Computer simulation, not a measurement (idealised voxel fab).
process module | voxel wiring stack
cross-section cut | 180 nm wide | cells 5 nm
A cross-section is a grid of square cells, given in bands from the top down. A band is one or more rows of cells.
Each band's line starts with the height of the band's top and of its bottom, in nm. Then come its materials from left to right, each with its width in nm. One material with "throughout" fills the band from edge to edge. "air" is empty space.
Height 0 is the level under which the wafer as received is all one material. The lowest band goes on downwards, as in "0 down".
A width such as "30 to 40" changes by the same amount from each row of cells to the next, from the band's top row to its bottom row.
"no change" after a step means that no cell of the cross-section changed.
closed voids: empty space of 8 cells or more with no open way to the top, each as width x height at its distance from the left edge, in nm
after a step's settings: what the simulator itself notes on the step
overlay nm, on a step with a mask: how far to the right of its planned place the mask lay; to the left if negative
plan
1 op RECEIVE | material Si
2 op CONFORMAL_DEP | material SiO2 | thk nm 10
3 op DIRECTIONAL_DEP | material TiN | thk nm 5
4 op DIRECTIONAL_DEP | material W | thk nm 20
5 op MASKED_ETCH | tone cover | mask id METAL_1 | width nm 25 | pitch nm 45 | etch materials W | depth nm 20 | overlay nm 0
6 op MASKED_ETCH | tone cover | mask id METAL_1 | width nm 25 | pitch nm 45 | etch materials TiN | depth nm 5 | overlay nm 0
7 op FILL_DEP | material SiO2 | thk nm 5
8 op CMP | height nm 35
9 op CONFORMAL_DEP | material SiCN | thk nm 5
10 op DIRECTIONAL_DEP | material lowk | thk nm 25
11 op DIRECTIONAL_DEP | material aC | thk nm 15
12 op PATTERN | tone open | mask id METAL_2_HOLES | material resist | width nm 15 | pitch nm 45 | thk nm 30 | overlay nm 0
13 op DIRECTIONAL_ETCH | etch materials aC | depth nm 15
14 op STRIP | etch materials resist
15 op DIRECTIONAL_ETCH | etch materials lowk | depth nm 25
16 op STRIP | etch materials aC
17 op PATTERN | tone open | mask id METAL_2 | material resist | width nm 25 | pitch nm 45 | thk nm 15 | overlay nm 0
18 op DIRECTIONAL_ETCH | etch materials lowk | depth nm 15
19 op DIRECTIONAL_ETCH | etch materials SiCN | depth nm 5
20 op STRIP | etch materials resist
21 op CONFORMAL_DEP | material TiN | thk nm 5
22 op FILL_DEP | material Cu | thk nm 10
23 op CMP | height nm 65
24 op CONFORMAL_DEP | material SiCN | thk nm 5
25 op DIRECTIONAL_DEP | material SiO2 | thk nm 25
26 op MASKED_ETCH | tone open | mask id METAL_3_HOLES | width nm 15 | pitch nm 45 | etch materials SiO2 | depth nm 25 | overlay nm 0
27 op DIRECTIONAL_DEP | material aC | thk nm 15
28 op PATTERN | tone open | mask id METAL_3 | material resist | width nm 25 | pitch nm 45 | thk nm 30 | overlay nm 0
29 op DIRECTIONAL_ETCH | etch materials aC | depth nm 15
30 op STRIP | etch materials resist
31 op DIRECTIONAL_ETCH | etch materials SiO2 | depth nm 15
32 op DIRECTIONAL_ETCH | etch materials SiCN | depth nm 5
33 op STRIP | etch materials aC
34 op CONFORMAL_DEP | material TiN | thk nm 5
35 op FILL_DEP | material Cu | thk nm 5
36 op CMP | height nm 95
37 op CONFORMAL_DEP | material SiCN | thk nm 5
as received, after step 1
  0 down: Si throughout
  closed voids: none
first wafer at the end, as planned
  100 to 95: SiCN throughout
  95 to 85: SiO2 55 | TiN 5 | Cu 15 | TiN 5 | SiO2 20 | TiN 5 | Cu 15 | TiN 5 | SiO2 55
  85 to 80: SiO2 55 | TiN 5 | Cu 5 | TiN 15 | SiO2 20 | TiN 5 | Cu 5 | TiN 15 | SiO2 55
  80 to 70: SiO2 55 | TiN 5 | Cu 5 | TiN 5 | SiO2 30 | TiN 5 | Cu 5 | TiN 5 | SiO2 65
  70 to 65: SiCN 55 | TiN 15 | SiCN 30 | TiN 15 | SiCN 65
  65 to 55: lowk 55 | TiN 5 | Cu 15 | TiN 5 | lowk 20 | TiN 5 | Cu 15 | TiN 5 | lowk 55
  55 to 50: lowk 55 | TiN 5 | Cu 5 | TiN 15 | lowk 20 | TiN 5 | Cu 5 | TiN 15 | lowk 55
  50 to 40: lowk 55 | TiN 5 | Cu 5 | TiN 5 | lowk 30 | TiN 5 | Cu 5 | TiN 5 | lowk 65
  40 to 35: SiCN 55 | TiN 15 | SiCN 30 | TiN 15 | SiCN 65
  35 to 15: SiO2 55 | W 25 | SiO2 20 | W 25 | SiO2 55
  15 to 10: SiO2 55 | TiN 25 | SiO2 20 | TiN 25 | SiO2 55
  10 to 0: SiO2 throughout
  0 down: Si throughout
  closed voids: none
second wafer at the end: like start, like plan, one mistake
  110 to 95: SiCN throughout
  95 to 85: SiO2 55 | TiN 5 | Cu 15 | TiN 5 | SiO2 20 | TiN 5 | Cu 15 | TiN 5 | SiO2 55
  85 to 80: SiO2 55 | TiN 5 | Cu 5 | TiN 15 | SiO2 20 | TiN 5 | Cu 5 | TiN 15 | SiO2 55
  80 to 70: SiO2 55 | TiN 5 | Cu 5 | TiN 5 | SiO2 30 | TiN 5 | Cu 5 | TiN 5 | SiO2 65
  70 to 65: SiCN 55 | TiN 15 | SiCN 30 | TiN 15 | SiCN 65
  65 to 55: lowk 55 | TiN 5 | Cu 15 | TiN 5 | lowk 20 | TiN 5 | Cu 15 | TiN 5 | lowk 55
  55 to 50: lowk 55 | TiN 5 | Cu 5 | TiN 15 | lowk 20 | TiN 5 | Cu 5 | TiN 15 | lowk 55
  50 to 40: lowk 55 | TiN 5 | Cu 5 | TiN 5 | lowk 30 | TiN 5 | Cu 5 | TiN 5 | lowk 65
  40 to 35: SiCN 55 | TiN 15 | SiCN 30 | TiN 15 | SiCN 65
  35 to 15: SiO2 55 | W 25 | SiO2 20 | W 25 | SiO2 55
  15 to 10: SiO2 55 | TiN 25 | SiO2 20 | TiN 25 | SiO2 55
  10 to 0: SiO2 throughout
  0 down: Si throughout
  closed voids: none
what went wrong: step 37 ran as: op CONFORMAL_DEP | material SiCN | thk nm 15
at the end the second wafer has, in cells: 72 more of SiCN
